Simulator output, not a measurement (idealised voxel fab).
This is a process module. Its name is voxel transistor to metal.
Each square cell in cross-section cut measures 5 nm, and the section as a whole is 200 nm wide.
Reading order for cross-sections: top band down to bottom band. Underlying form: a grid of square cells. Band size: one or more rows of cells. Quick guide to a band line: top height, bottom height (nm) up front; then every material left to right with its width in nm. Only one material and it's marked "full width"? Then it fills the band edge to edge. And "blank" just means empty space. Measure heights from 0. That's the level where, below it, the as-received wafer is all one material. The lowest band is bottomless and extends downward; write it as in "0 down". Width spec "30 to 40" -> top row of cells at first value, bottom row at second value, equal per-row change in between. Step marked "remained unchanged"? Then no cell in the cross-section changed in it. This entry, "Fully enclosed voids", enumerates those empty regions of no fewer than 8 cells that possess no open connection to the top. Each region is reported in the form width x height at distance, the distance being taken from the left edge, with all three quantities expressed in nm. It should be noted that, on the line of a given step, the content following the step's settings is a remark produced by the simulator itself with respect to that step. If you see "overlay nm" on a step's line and that step has a mask, it's telling you how far right of where it was planned the mask ended up; a negative number means it went left instead.

Planned step list for the process
1,RECEIVE | material Si
2,CONFORMAL_DEP | material SiO2 | thk nm 5
3,CONFORMAL_DEP | material SiN | thk nm 15
4,DIRECTIONAL_DEP | material aC | thk nm 15
5,PATTERN | tone cover | mask id ACTIVE | material resist | width nm 125 | thk nm 35 | overlay nm 0
6,DIRECTIONAL_ETCH | etch materials aC | depth nm 15
7,STRIP | etch materials resist
8,DIRECTIONAL_ETCH | etch materials SiN | depth nm 15
9,DIRECTIONAL_ETCH | etch materials SiO2 | depth nm 5
10,DIRECTIONAL_ETCH | etch materials Si | depth nm 25
11,STRIP | etch materials aC
12,OXIDIZE | depth nm 5
13,FILL_DEP | material SiO2 | thk nm 5
14,CMP | height nm 20
15,SELECTIVE_ETCH | etch materials SiO2 | depth nm 5
16,STRIP | etch materials SiN
17,SELECTIVE_ETCH | etch materials SiO2 | depth nm 5
18,OXIDIZE | depth nm 5
19,DIRECTIONAL_DEP | material polySi | thk nm 30
20,DIRECTIONAL_DEP | material SiCN | thk nm 15
21,PATTERN | tone cover | mask id GATE | material resist | width nm 25 | thk nm 15 | overlay nm 0
22,DIRECTIONAL_ETCH | etch materials SiCN | depth nm 25
23,DIRECTIONAL_ETCH | etch materials polySi | depth nm 40
24,STRIP | etch materials resist
25,CONFORMAL_DEP | material SiO2 | thk nm 5
26,DIRECTIONAL_ETCH | etch materials SiO2 | depth nm 5
27,CONFORMAL_DEP | material SiN | thk nm 5
28,DIRECTIONAL_ETCH | etch materials SiN | depth nm 5
29,DIRECTIONAL_ETCH | etch materials SiO2 | depth nm 5
30,DIRECTIONAL_ETCH | etch materials Si | depth nm 15
31,EPI | material SiGe | thk nm 20
32,FILL_DEP | material SiO2 | thk nm 10
33,CMP | height nm 45
34,DIRECTIONAL_DEP | material SiO2 | thk nm 15
35,MASKED_ETCH | tone open | mask id CONTACT | width nm 20 | pitch nm 85 | etch materials SiO2 | depth nm 60 | overlay nm 0
36,CONFORMAL_DEP | material TiN | thk nm 5
37,FILL_DEP | material Ru | thk nm 10
38,CMP | height nm 60
39,CONFORMAL_DEP | material SiCN | thk nm 5
40,DIRECTIONAL_DEP | material SiO2 | thk nm 25
41,DIRECTIONAL_DEP | material aC | thk nm 15
42,PATTERN | tone open | mask id METAL_1 | material resist | width nm 20 | pitch nm 85 | thk nm 30 | overlay nm 0
43,DIRECTIONAL_ETCH | etch materials aC | depth nm 15
44,STRIP | etch materials resist
45,DIRECTIONAL_ETCH | etch materials SiO2 | depth nm 25
46,DIRECTIONAL_ETCH | etch materials SiCN | depth nm 5
47,STRIP | etch materials aC
48,CONFORMAL_DEP | material TiN | thk nm 5
49,FILL_DEP | material Ru | thk nm 10
50,CMP | height nm 90
51,CONFORMAL_DEP | material SiCN | thk nm 5

This is the cross-section of the wafer as we received it, i.e. after step 1
- 0 down = Si full width
- Fully enclosed voids: none

Wafer cross-section at module end: first of two, run to plan
- 95 to 90 = SiCN full width
- 90 to 65 = SiO2 45 nm  TiN 5 nm  Ru 10 nm  TiN 5 nm  SiO2 65 nm  TiN 5 nm  Ru 10 nm  TiN 5 nm  SiO2 50 nm
- 65 to 60 = SiCN 45 nm  TiN 20 nm  SiCN 65 nm  TiN 20 nm  SiCN 50 nm
- 60 to 45 = SiO2 45 nm  TiN 5 nm  Ru 10 nm  TiN 5 nm  SiO2 65 nm  TiN 5 nm  Ru 10 nm  TiN 5 nm  SiO2 50 nm
- 45 to 30 = SiO2 45 nm  TiN 5 nm  Ru 10 nm  TiN 5 nm  SiO2 10 nm  SiN 5 nm  SiO2 5 nm  SiCN 25 nm  SiO2 5 nm  SiN 5 nm  SiO2 10 nm  TiN 5 nm  Ru 10 nm  TiN 5 nm  SiO2 50 nm
- 30 to 20 = SiO2 45 nm  TiN 5 nm  Ru 10 nm  TiN 5 nm  SiO2 10 nm  SiN 5 nm  SiO2 5 nm  polySi 25 nm  SiO2 5 nm  SiN 5 nm  SiO2 10 nm  TiN 5 nm  Ru 10 nm  TiN 5 nm  SiO2 50 nm
- 20 to 15 = SiO2 45 nm  TiN 20 nm  SiO2 10 nm  SiN 5 nm  SiO2 5 nm  polySi 25 nm  SiO2 5 nm  SiN 5 nm  SiO2 10 nm  TiN 20 nm  SiO2 50 nm
- 15 to 10 = SiO2 45 nm  TiN 10 nm  SiGe 20 nm  SiN 5 nm  SiO2 5 nm  polySi 25 nm  SiO2 5 nm  SiN 5 nm  SiGe 20 nm  TiN 10 nm  SiO2 50 nm
- 10 to 0 = SiO2 35 nm  SiN 5 nm  SiO2 5 nm  TiN 10 nm  SiGe 20 nm  SiN 5 nm  SiO2 5 nm  polySi 25 nm  SiO2 5 nm  SiN 5 nm  SiGe 20 nm  TiN 10 nm  SiO2 5 nm  SiN 5 nm  SiO2 40 nm
- 0 to -5 = SiO2 40 nm  SiGe 35 nm  SiO2 45 nm  SiGe 35 nm  SiO2 45 nm
- -5 to -20 = SiO2 40 nm  SiGe 35 nm  Si 45 nm  SiGe 35 nm  SiO2 45 nm
- -20 to -30 = SiO2 40 nm  Si 115 nm  SiO2 45 nm
- -30 down = Si full width
- Fully enclosed voids: none

Wafer two (of two), end-of-module cross-section: start = wafer one, plan = wafer one, one run mistake
- 95 to 90 = SiCN full width
- 90 to 65 = SiO2 45 nm  TiN 5 nm  Ru 10 nm  TiN 5 nm  SiO2 65 nm  TiN 5 nm  Ru 10 nm  TiN 5 nm  SiO2 50 nm
- 65 to 60 = SiCN 45 nm  TiN 20 nm  SiCN 65 nm  TiN 20 nm  SiCN 50 nm
- 60 to 50 = SiO2 45 nm  TiN 5 nm  Ru 10 nm  TiN 5 nm  SiO2 65 nm  TiN 5 nm  Ru 10 nm  TiN 5 nm  SiO2 50 nm
- 50 to 45 = SiO2 45 nm  TiN 20 nm  SiO2 65 nm  TiN 20 nm  SiO2 50 nm
- 45 to 40 = SiN full width
- 40 to 30 = polySi 30 nm  SiN 135 nm  polySi 35 nm
- 30 to 10 = polySi full width
- 10 to 0 = SiO2 30 nm  polySi 135 nm  SiO2 35 nm
- 0 to -5 = SiO2 full width
- -5 to -30 = SiO2 40 nm  Si 115 nm  SiO2 45 nm
- -30 down = Si full width
- Fully enclosed voids: none
Plan not followed: step 20 did not use the planned setting and instead ran as DIRECTIONAL_DEP | material SiN | thk nm 15
Final comparison by cell count, materials where the second wafer has more or fewer than the first: 24 fewer of Ru, 42 more of Si, 15 fewer of SiCN, 80 fewer of SiGe, 72 more of SiN, 169 fewer of SiO2, 36 fewer of TiN, 210 more of polySi
